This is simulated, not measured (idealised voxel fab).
process module | voxel fin reveal
cross-section cut | 185 nm wide | cells 5 nm
A cross-section is a grid of square cells, given in bands from the top down. A band is one or more rows of cells.
Each band's line starts with the height of the band's top and of its bottom, in nm. Then come its materials from left to right, each with its width in nm. One material with "throughout" fills the band from edge to edge. "air" is empty space.
Height 0 is the level under which the wafer as received is all one material. The lowest band goes on downwards, as in "0 down".
A width such as "30 to 40" changes by the same amount from each row of cells to the next, from the band's top row to its bottom row.
"no change" after a step means that no cell of the cross-section changed.
closed voids: empty space of 8 cells or more with no open way to the top, each as width x height at its distance from the left edge, in nm
after a step's settings: what the simulator itself notes on the step
overlay nm, on a step with a mask: how far to the right of its planned place the mask lay; to the left if negative
plan
1 op RECEIVE | material Si
2 op CONFORMAL_DEP | material SiN | thk nm 5
3 op DIRECTIONAL_DEP | material aC | thk nm 15
4 op PATTERN | tone cover | mask id FINS | material resist | width nm 15 | pitch nm 45 | thk nm 35 | overlay nm 0
5 op DIRECTIONAL_ETCH | etch materials aC | depth nm 15
6 op STRIP | etch materials resist
7 op DIRECTIONAL_ETCH | etch materials SiN | depth nm 5
8 op DIRECTIONAL_ETCH | etch materials Si | depth nm 35
9 op STRIP | etch materials aC
10 op OXIDIZE | depth nm 5
11 op FILL_DEP | material SiO2 | thk nm 10
12 op CMP | height nm 5
13 op SELECTIVE_ETCH | etch materials SiO2 | depth nm 20
14 op STRIP | etch materials SiN
15 op CONFORMAL_DEP | material SiO2 | thk nm 5
first wafer, as planned
as received, after step 1
  0 down: Si throughout
  closed voids: none
after step 2
  5 to 0: SiN throughout
  below 0: unchanged
after step 3
  20 to 5: aC throughout
  below 5: unchanged
after step 4
  55 to 20: air 60 | resist 15 | air 30 | resist 15 | air 65
  below 20: unchanged
after step 5
  40 to 20: air 60 | resist 15 | air 30 | resist 15 | air 65
  20 to 5: air 60 | aC 15 | air 30 | aC 15 | air 65
  below 5: unchanged
after step 6
  20 to 5: air 60 | aC 15 | air 30 | aC 15 | air 65
  below 5: unchanged
after step 7
  20 to 5: air 60 | aC 15 | air 30 | aC 15 | air 65
  5 to 0: air 60 | SiN 15 | air 30 | SiN 15 | air 65
  below 0: unchanged
after step 8
  20 to 5: air 60 | aC 15 | air 30 | aC 15 | air 65
  5 to 0: air 60 | SiN 15 | air 30 | SiN 15 | air 65
  0 to -35: air 60 | Si 15 | air 30 | Si 15 | air 65
  below -35: unchanged
after step 9
  5 to 0: air 60 | SiN 15 | air 30 | SiN 15 | air 65
  below 0: unchanged
after step 10
  5 to 0: air 60 | SiN 15 | air 30 | SiN 15 | air 65
  0 to -35: air 60 | SiO2 5 | Si 5 | SiO2 5 | air 30 | SiO2 5 | Si 5 | SiO2 5 | air 65
  -35 to -40: SiO2 65 | Si 5 | SiO2 40 | Si 5 | SiO2 70
  below -40: unchanged
after step 11
  15 to 5: SiO2 throughout
  5 to 0: SiO2 60 | SiN 15 | SiO2 30 | SiN 15 | SiO2 65
  0 to -40: SiO2 65 | Si 5 | SiO2 40 | Si 5 | SiO2 70
  below -40: unchanged
after step 12
  5 to 0: SiO2 60 | SiN 15 | SiO2 30 | SiN 15 | SiO2 65
  below 0: unchanged
after step 13
  5 to 0: air 60 | SiN 15 | air 30 | SiN 15 | air 65
  0 to -15: air 65 | Si 5 | air 40 | Si 5 | air 70
  below -15: unchanged
after step 14
  0 to -15: air 65 | Si 5 | air 40 | Si 5 | air 70
  below -15: unchanged
after step 15
  5 to 0: air 60 | SiO2 15 | air 30 | SiO2 15 | air 65
  0 to -10: air 60 | SiO2 5 | Si 5 | SiO2 5 | air 30 | SiO2 5 | Si 5 | SiO2 5 | air 65
  -10 to -40: SiO2 65 | Si 5 | SiO2 40 | Si 5 | SiO2 70
  below -40: unchanged
second wafer: like start, like plan, one mistake. Through step 7 it matches the first wafer
when step 8 should have ended
  20 to 5: air 60 | aC 15 | air 30 | aC 15 | air 65
  5 to 0: air 60 | SiN 15 | air 30 | SiN 15 | air 65
  0 to -25: air 60 | Si 15 | air 30 | Si 15 | air 65
  below -25: unchanged
when step 9 should have ended
  5 to 0: air 60 | SiN 15 | air 30 | SiN 15 | air 65
  below 0: unchanged
when step 10 should have ended
  5 to 0: air 60 | SiN 15 | air 30 | SiN 15 | air 65
  0 to -25: air 60 | SiO2 5 | Si 5 | SiO2 5 | air 30 | SiO2 5 | Si 5 | SiO2 5 | air 65
  -25 to -30: SiO2 65 | Si 5 | SiO2 40 | Si 5 | SiO2 70
  below -30: unchanged
when step 11 should have ended
  15 to 5: SiO2 throughout
  5 to 0: SiO2 60 | SiN 15 | SiO2 30 | SiN 15 | SiO2 65
  0 to -30: SiO2 65 | Si 5 | SiO2 40 | Si 5 | SiO2 70
  below -30: unchanged
when step 12 should have ended
  5 to 0: SiO2 60 | SiN 15 | SiO2 30 | SiN 15 | SiO2 65
  below 0: unchanged
when step 13 should have ended
  5 to 0: air 60 | SiN 15 | air 30 | SiN 15 | air 65
  0 to -15: air 65 | Si 5 | air 40 | Si 5 | air 70
  below -15: unchanged
when step 14 should have ended
  0 to -15: air 65 | Si 5 | air 40 | Si 5 | air 70
  below -15: unchanged
when step 15 should have ended
  5 to 0: air 60 | SiO2 15 | air 30 | SiO2 15 | air 65
  0 to -10: air 60 | SiO2 5 | Si 5 | SiO2 5 | air 30 | SiO2 5 | Si 5 | SiO2 5 | air 65
  -10 to -30: SiO2 65 | Si 5 | SiO2 40 | Si 5 | SiO2 70
  below -30: unchanged
what went wrong: step 8 ran as: op DIRECTIONAL_ETCH | etch materials Si | depth nm 25
at the end the second wafer has, in cells: 70 more of Si | 70 fewer of SiO2
